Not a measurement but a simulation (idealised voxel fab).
Process module under the name voxel gate over fins
The figure presents cross-section cut, which has a width of 205 nm and is divided into square cells with an edge length of 5 nm.
Cross-section format: a grid of square cells, given as bands from top to bottom; each band is one or more rows of cells. A band entry consists of two parts. The first gives the height of the band's top and the height of its bottom, in nm. The rest lists the band's materials from left to right, each with its width in nm. A single material labelled with the word "throughout" fills the band from edge to edge, and the word "empty" marks empty space. A quick word on heights: they are counted from 0, and under that level the wafer as it came to us is one material throughout. The lowest band is different from the rest in having no bottom; it simply continues downward, written as in "0 -> down". Read "30->40" as a graded width: first number on top, second number at the bottom, same change between each pair of neighbouring rows. The cross-section has no changed cell in any step marked "remained the same". Any empty space of 8 cells or more lacking an open way to the top shows up in "Enclosed empty spaces" as width x height at distance, distance from the left edge, in nm. Step line, after settings: the simulator's comment on this step. overlay nm: step with mask; distance mask lay right of planned place; negative value = left of planned place.
These are the steps we planned for the process
1. op RECEIVE | material Si
2. op CONFORMAL_DEP | material SiN | thk nm 10
3. op DIRECTIONAL_DEP | material aC | thk nm 10
4. op PATTERN | tone cover | mask id FINS | material resist | width nm 15 | pitch nm 40 | thk nm 25 | overlay nm 0
5. op DIRECTIONAL_ETCH | etch materials aC | depth nm 10
6. op STRIP | etch materials resist
7. op DIRECTIONAL_ETCH | etch materials SiN | depth nm 10
8. op DIRECTIONAL_ETCH | etch materials Si | depth nm 40
9. op STRIP | etch materials aC
10. op OXIDIZE | depth nm 5
11. op FILL_DEP | material SiO2 | thk nm 15
12. op CMP | height nm 10
13. op SELECTIVE_ETCH | etch materials SiO2 | depth nm 20
14. op STRIP | etch materials SiN
15. op CONFORMAL_DEP | material HfO2 | thk nm 5
16. op CONFORMAL_DEP | material TiN | thk nm 5
17. op FILL_DEP | material W | thk nm 10
18. op CMP | height nm 15
19. op CONFORMAL_DEP | material SiCN | thk nm 5
First of two wafers, processed according to plan
Cross-section of the wafer upon arrival, representing the state reached after step 1
  0 -> down = Si throughout
  Enclosed empty spaces: none
Wafer after step 2 (cross-section)
  10 -> 0 = SiN throughout
  Lower than 0, everything is as it was.
Wafer after step 3 (cross-section)
  20 -> 10 = aC throughout
  Lower than 10, everything is as it was.
Wafer after step 4 (cross-section)
  45 -> 20 = 35 empty  15 resist  25 empty  15 resist  25 empty  15 resist  25 empty  15 resist  35 empty
  Lower than 20, everything is as it was.
Wafer after step 5 (cross-section)
  35 -> 20 = 35 empty  15 resist  25 empty  15 resist  25 empty  15 resist  25 empty  15 resist  35 empty
  20 -> 10 = 35 empty  15 aC  25 empty  15 aC  25 empty  15 aC  25 empty  15 aC  35 empty
  Lower than 10, everything is as it was.
Wafer after step 6 (cross-section)
  20 -> 10 = 35 empty  15 aC  25 empty  15 aC  25 empty  15 aC  25 empty  15 aC  35 empty
  Lower than 10, everything is as it was.
Wafer after step 7 (cross-section)
  20 -> 10 = 35 empty  15 aC  25 empty  15 aC  25 empty  15 aC  25 empty  15 aC  35 empty
  10 -> 0 = 35 empty  15 SiN  25 empty  15 SiN  25 empty  15 SiN  25 empty  15 SiN  35 empty
  Lower than 0, everything is as it was.
Wafer after step 8 (cross-section)
  20 -> 10 = 35 empty  15 aC  25 empty  15 aC  25 empty  15 aC  25 empty  15 aC  35 empty
  10 -> 0 = 35 empty  15 SiN  25 empty  15 SiN  25 empty  15 SiN  25 empty  15 SiN  35 empty
  0 -> -40 = 35 empty  15 Si  25 empty  15 Si  25 empty  15 Si  25 empty  15 Si  35 empty
  Lower than -40, everything is as it was.
Wafer after step 9 (cross-section)
  10 -> 0 = 35 empty  15 SiN  25 empty  15 SiN  25 empty  15 SiN  25 empty  15 SiN  35 empty
  Lower than 0, everything is as it was.
Wafer after step 10 (cross-section)
  10 -> 0 = 35 empty  15 SiN  25 empty  15 SiN  25 empty  15 SiN  25 empty  15 SiN  35 empty
  0 -> -40 = 35 empty  5 SiO2  5 Si  5 SiO2  25 empty  5 SiO2  5 Si  5 SiO2  25 empty  5 SiO2  5 Si  5 SiO2  25 empty  5 SiO2  5 Si  5 SiO2  35 empty
  -40 -> -45 = 40 SiO2  5 Si  35 SiO2  5 Si  35 SiO2  5 Si  35 SiO2  5 Si  40 SiO2
  Lower than -45, everything is as it was.
Wafer after step 11 (cross-section)
  25 -> 10 = SiO2 throughout
  10 -> 0 = 35 SiO2  15 SiN  25 SiO2  15 SiN  25 SiO2  15 SiN  25 SiO2  15 SiN  35 SiO2
  0 -> -45 = 40 SiO2  5 Si  35 SiO2  5 Si  35 SiO2  5 Si  35 SiO2  5 Si  40 SiO2
  Lower than -45, everything is as it was.
Wafer after step 12 (cross-section)
  10 -> 0 = 35 SiO2  15 SiN  25 SiO2  15 SiN  25 SiO2  15 SiN  25 SiO2  15 SiN  35 SiO2
  Lower than 0, everything is as it was.
Wafer after step 13 (cross-section)
  10 -> 0 = 35 empty  15 SiN  25 empty  15 SiN  25 empty  15 SiN  25 empty  15 SiN  35 empty
  0 -> -10 = 40 empty  5 Si  35 empty  5 Si  35 empty  5 Si  35 empty  5 Si  40 empty
  Lower than -10, everything is as it was.
Wafer after step 14 (cross-section)
  0 -> -10 = 40 empty  5 Si  35 empty  5 Si  35 empty  5 Si  35 empty  5 Si  40 empty
  Lower than -10, everything is as it was.
Wafer after step 15 (cross-section)
  5 -> 0 = 35 empty  15 HfO2  25 empty  15 HfO2  25 empty  15 HfO2  25 empty  15 HfO2  35 empty
  0 -> -5 = 35 empty  5 HfO2  5 Si  5 HfO2  25 empty  5 HfO2  5 Si  5 HfO2  25 empty  5 HfO2  5 Si  5 HfO2  25 empty  5 HfO2  5 Si  5 HfO2  35 empty
  -5 -> -10 = 40 HfO2  5 Si  35 HfO2  5 Si  35 HfO2  5 Si  35 HfO2  5 Si  40 HfO2
  Lower than -10, everything is as it was.
Wafer after step 16 (cross-section)
  10 -> 5 = 30 empty  25 TiN  15 empty  25 TiN  15 empty  25 TiN  15 empty  25 TiN  30 empty
  5 -> 0 = 30 empty  5 TiN  15 HfO2  5 TiN  15 empty  5 TiN  15 HfO2  5 TiN  15 empty  5 TiN  15 HfO2  5 TiN  15 empty  5 TiN  15 HfO2  5 TiN  30 empty
  0 -> -5 = 35 TiN  5 HfO2  5 Si  5 HfO2  25 TiN  5 HfO2  5 Si  5 HfO2  25 TiN  5 HfO2  5 Si  5 HfO2  25 TiN  5 HfO2  5 Si  5 HfO2  35 TiN
  Lower than -5, everything is as it was.
Wafer after step 17 (cross-section)
  20 -> 10 = W throughout
  10 -> 5 = 30 W  25 TiN  15 W  25 TiN  15 W  25 TiN  15 W  25 TiN  30 W
  5 -> 0 = 30 W  5 TiN  15 HfO2  5 TiN  15 W  5 TiN  15 HfO2  5 TiN  15 W  5 TiN  15 HfO2  5 TiN  15 W  5 TiN  15 HfO2  5 TiN  30 W
  Lower than 0, everything is as it was.
Wafer after step 18 (cross-section)
  15 -> 10 = W throughout
  Lower than 10, everything is as it was.
Wafer after step 19 (cross-section)
  20 -> 15 = SiCN throughout
  Lower than 15, everything is as it was.
Companion wafer, the second of two: same beginning, same intended sequence, one mistake in carrying it out; through step 3 inclusive it tracks the first exactly
The second wafer cut through, at the time step 4 was supposed to be finished
  45 -> 20 = 35 resist  15 empty  25 resist  15 empty  25 resist  15 empty  25 resist  15 empty  35 resist
  Lower than 20, everything is as it was.
The second wafer cut through, at the time step 5 was supposed to be finished
  35 -> 20 = 35 resist  15 empty  25 resist  15 empty  25 resist  15 empty  25 resist  15 empty  35 resist
  20 -> 10 = 35 aC  15 empty  25 aC  15 empty  25 aC  15 empty  25 aC  15 empty  35 aC
  Lower than 10, everything is as it was.
The second wafer cut through, at the time step 6 was supposed to be finished
  20 -> 10 = 35 aC  15 empty  25 aC  15 empty  25 aC  15 empty  25 aC  15 empty  35 aC
  Lower than 10, everything is as it was.
The second wafer cut through, at the time step 7 was supposed to be finished
  20 -> 10 = 35 aC  15 empty  25 aC  15 empty  25 aC  15 empty  25 aC  15 empty  35 aC
  10 -> 0 = 35 SiN  15 empty  25 SiN  15 empty  25 SiN  15 empty  25 SiN  15 empty  35 SiN
  Lower than 0, everything is as it was.
The second wafer cut through, at the time step 8 was supposed to be finished
  20 -> 10 = 35 aC  15 empty  25 aC  15 empty  25 aC  15 empty  25 aC  15 empty  35 aC
  10 -> 0 = 35 SiN  15 empty  25 SiN  15 empty  25 SiN  15 empty  25 SiN  15 empty  35 SiN
  0 -> -40 = 35 Si  15 empty  25 Si  15 empty  25 Si  15 empty  25 Si  15 empty  35 Si
  Lower than -40, everything is as it was.
The second wafer cut through, at the time step 9 was supposed to be finished
  10 -> 0 = 35 SiN  15 empty  25 SiN  15 empty  25 SiN  15 empty  25 SiN  15 empty  35 SiN
  Lower than 0, everything is as it was.
The second wafer cut through, at the time step 10 was supposed to be finished
  10 -> 0 = 35 SiN  15 empty  25 SiN  15 empty  25 SiN  15 empty  25 SiN  15 empty  35 SiN
  0 -> -40 = 30 Si  5 SiO2  15 empty  5 SiO2  15 Si  5 SiO2  15 empty  5 SiO2  15 Si  5 SiO2  15 empty  5 SiO2  15 Si  5 SiO2  15 empty  5 SiO2  30 Si
  -40 -> -45 = 30 Si  25 SiO2  15 Si  25 SiO2  15 Si  25 SiO2  15 Si  25 SiO2  30 Si
  Lower than -45, everything is as it was.
The second wafer cut through, at the time step 11 was supposed to be finished
  25 -> 10 = SiO2 throughout
  10 -> 0 = 35 SiN  15 SiO2  25 SiN  15 SiO2  25 SiN  15 SiO2  25 SiN  15 SiO2  35 SiN
  0 -> -45 = 30 Si  25 SiO2  15 Si  25 SiO2  15 Si  25 SiO2  15 Si  25 SiO2  30 Si
  Lower than -45, everything is as it was.
The second wafer cut through, at the time step 12 was supposed to be finished
  10 -> 0 = 35 SiN  15 SiO2  25 SiN  15 SiO2  25 SiN  15 SiO2  25 SiN  15 SiO2  35 SiN
  Lower than 0, everything is as it was.
The second wafer cut through, at the time step 13 was supposed to be finished
  10 -> 0 = 35 SiN  15 empty  25 SiN  15 empty  25 SiN  15 empty  25 SiN  15 empty  35 SiN
  0 -> -10 = 30 Si  25 empty  15 Si  25 empty  15 Si  25 empty  15 Si  25 empty  30 Si
  Lower than -10, everything is as it was.
The second wafer cut through, at the time step 14 was supposed to be finished
  0 -> -10 = 30 Si  25 empty  15 Si  25 empty  15 Si  25 empty  15 Si  25 empty  30 Si
  Lower than -10, everything is as it was.
The second wafer cut through, at the time step 15 was supposed to be finished
  5 -> 0 = 35 HfO2  15 empty  25 HfO2  15 empty  25 HfO2  15 empty  25 HfO2  15 empty  35 HfO2
  0 -> -5 = 30 Si  5 HfO2  15 empty  5 HfO2  15 Si  5 HfO2  15 empty  5 HfO2  15 Si  5 HfO2  15 empty  5 HfO2  15 Si  5 HfO2  15 empty  5 HfO2  30 Si
  -5 -> -10 = 30 Si  25 HfO2  15 Si  25 HfO2  15 Si  25 HfO2  15 Si  25 HfO2  30 Si
  Lower than -10, everything is as it was.
The second wafer cut through, at the time step 16 was supposed to be finished
  10 -> 5 = 40 TiN  5 empty  35 TiN  5 empty  35 TiN  5 empty  35 TiN  5 empty  40 TiN
  5 -> 0 = 35 HfO2  5 TiN  5 empty  5 TiN  25 HfO2  5 TiN  5 empty  5 TiN  25 HfO2  5 TiN  5 empty  5 TiN  25 HfO2  5 TiN  5 empty  5 TiN  35 HfO2
  0 -> -5 = 30 Si  5 HfO2  15 TiN  5 HfO2  15 Si  5 HfO2  15 TiN  5 HfO2  15 Si  5 HfO2  15 TiN  5 HfO2  15 Si  5 HfO2  15 TiN  5 HfO2  30 Si
  Lower than -5, everything is as it was.
The second wafer cut through, at the time step 17 was supposed to be finished
  20 -> 10 = W throughout
  10 -> 5 = 40 TiN  5 W  35 TiN  5 W  35 TiN  5 W  35 TiN  5 W  40 TiN
  5 -> 0 = 35 HfO2  5 TiN  5 W  5 TiN  25 HfO2  5 TiN  5 W  5 TiN  25 HfO2  5 TiN  5 W  5 TiN  25 HfO2  5 TiN  5 W  5 TiN  35 HfO2
  Lower than 0, everything is as it was.
The second wafer cut through, at the time step 18 was supposed to be finished
  15 -> 10 = W throughout
  Lower than 10, everything is as it was.
The second wafer cut through, at the time step 19 was supposed to be finished
  20 -> 15 = SiCN throughout
  Lower than 15, everything is as it was.
Short version of what went wrong: in deviation from the planned setting, step 4 was conducted as op PATTERN | tone open | mask id FINS | material resist | width nm 15 | pitch nm 40 | thk nm 25 | overlay nm 0
Bottom line after processing is that, in cells, the second wafer is up or down on some materials versus the first: +153 Si; -119 SiO2; -34 W
